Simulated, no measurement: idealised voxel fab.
The name of this process module is voxel wiring stack.
In the cross-section labelled cut, the width is 280 nm and each square cell is 5 nm.
Cross-sections here: square-cell grids, written as top-down lists of bands, a band being one or more rows of cells. Top, bottom (nm), then materials left to right with widths (nm); lone material tagged "everywhere" fills the whole band edge to edge; "air" = empty space. It should be noted that heights are counted from 0, beneath which the wafer as supplied is of one material throughout, and that the lowest band possesses no lower boundary but continues downward, as written in "from 0 down". The two numbers in a width such as "30->40" mark its ends across the band: the first belongs to the top row of cells, the second to the bottom row, and from each row to the next the width moves by the same amount. "remained the same" for a step: no cell of the cross-section changed in that step. The entry "Voids, enclosed" lists the empty spaces that cover at least 8 cells and have no open path to the top. Each is written as width x height at distance, where the distance is measured from the left edge and all three values are in nm. Where a step's line continues beyond its settings, the continuation is a remark by the simulator itself on that step. overlay nm: mask offset rightward from planned place, masked step; negative means leftward offset.

PROCESS STEPS (PLANNED)
1: RECEIVE: material Si
2: CONFORMAL_DEP: material SiO2, thk nm 5
3: DIRECTIONAL_DEP: material TiN, thk nm 5
4: DIRECTIONAL_DEP: material Ru, thk nm 20
5: PATTERN: tone cover, mask id METAL_1, material resist, width nm 20, pitch nm 40, thk nm 20, overlay nm 0
6: DIRECTIONAL_ETCH: etch materials Ru, depth nm 20
7: DIRECTIONAL_ETCH: etch materials TiN, depth nm 5
8: STRIP: etch materials resist
9: FILL_DEP: material SiO2, thk nm 10
10: CMP: height nm 35
11: CONFORMAL_DEP: material SiCN, thk nm 5
12: DIRECTIONAL_DEP: material lowk, thk nm 10
13: MASKED_ETCH: tone open, mask id PLUG_1, width nm 15, etch materials lowk, depth nm 10, overlay nm 0
14: MASKED_ETCH: tone open, mask id PLUG_1, width nm 15, etch materials SiCN, depth nm 5, overlay nm 0
15: CONFORMAL_DEP: material TiN, thk nm 5
16: FILL_DEP: material Ru, thk nm 10
17: CMP: height nm 50
18: CONFORMAL_DEP: material SiCN, thk nm 5
19: DIRECTIONAL_DEP: material SiO2, thk nm 15
20: MASKED_ETCH: tone open, mask id METAL_2, width nm 20, pitch nm 40, etch materials SiO2, depth nm 15, overlay nm 0
21: MASKED_ETCH: tone open, mask id METAL_2, width nm 20, pitch nm 40, etch materials SiCN, depth nm 5, overlay nm 0
22: CONFORMAL_DEP: material TiN, thk nm 5
23: FILL_DEP: material Ru, thk nm 10
24: CMP: height nm 70
25: EPI: material Ru, thk nm 5
26: FILL_DEP: material SiCN, thk nm 5
Heads up: all these wafers start the same, and what changes between them is the thk nm in step 2. The value you see in the plan is just what the first wafer got.

FIRST OF SEVERAL WAFERS (AS RECEIVED, POST STEP 1), CROSS-SECTIONAL VIEW
> from 0 down | Si everywhere
> Voids, enclosed: none

PER-WAFER ROWS BELOW. FOR EACH MATERIAL: CELLS GAINED (+) OR LOST (-) SINCE THE WAFER WAS RECEIVED, AS OF END OF MODULE. THEN: CLOSED VOIDS
thk nm 5, +58 Ru, +201 SiCN, +496 SiO2, +35 TiN, +106 lowk, Voids, enclosed: none
thk nm 10, +58 Ru, +201 SiCN, +496 SiO2, +35 TiN, +106 lowk, Voids, enclosed: none
thk nm 15, +50 Ru, +201 SiCN, +504 SiO2, +35 TiN, +106 lowk, Voids, enclosed: none
thk nm 20, +42 Ru, +201 SiCN, +512 SiO2, +35 TiN, +106 lowk, Voids, enclosed: none
thk nm 25, +34 Ru, +201 SiCN, +520 SiO2, +35 TiN, +106 lowk, Voids, enclosed: none
